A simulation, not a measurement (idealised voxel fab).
process module | voxel plated lines
cross-section cut | 225 nm wide | cells 5 nm
A cross-section is a grid of square cells, given in bands from the top down. A band is one or more rows of cells.
Each band's line starts with the height of the band's top and of its bottom, in nm. Then come its materials from left to right, each with its width in nm. One material with "throughout" fills the band from edge to edge. "air" is empty space.
Height 0 is the level under which the wafer as received is all one material. The lowest band goes on downwards, as in "0 down".
A width such as "30 to 40" changes by the same amount from each row of cells to the next, from the band's top row to its bottom row.
"no change" after a step means that no cell of the cross-section changed.
closed voids: empty space of 8 cells or more with no open way to the top, each as width x height at its distance from the left edge, in nm
after a step's settings: what the simulator itself notes on the step
overlay nm, on a step with a mask: how far to the right of its planned place the mask lay; to the left if negative
plan
1 op RECEIVE | material Si
2 op CONFORMAL_DEP | material SiN | thk nm 10
3 op DIRECTIONAL_DEP | material TiN | thk nm 5
4 op PATTERN | tone open | mask id LINES | material resist | width nm 20 | pitch nm 45 | thk nm 40 | overlay nm 0
5 op EPI | material Ru | thk nm 5
6 op EPI | material Ru | thk nm 10
7 op EPI | material Ru | thk nm 5
8 op STRIP | etch materials resist
9 op DIRECTIONAL_ETCH | etch materials TiN | depth nm 5
10 op CONFORMAL_DEP | material SiO2 | thk nm 10
varied across the wafers: width nm of step 4. The plan shows the first wafer's value. All wafers start alike
first wafer as received, after step 1
  0 down: Si throughout
  closed voids: none
each wafer at the end: cells of each material gained (+) or lost (-) since it was received, then its closed voids
width nm 20 | +32 Ru | +90 SiN | +130 SiO2 | +8 TiN | closed voids: none
width nm 25 | +40 Ru | +90 SiN | +130 SiO2 | +10 TiN | closed voids: none
width nm 30 | +48 Ru | +90 SiN | +125 SiO2 | +12 TiN | closed voids: none
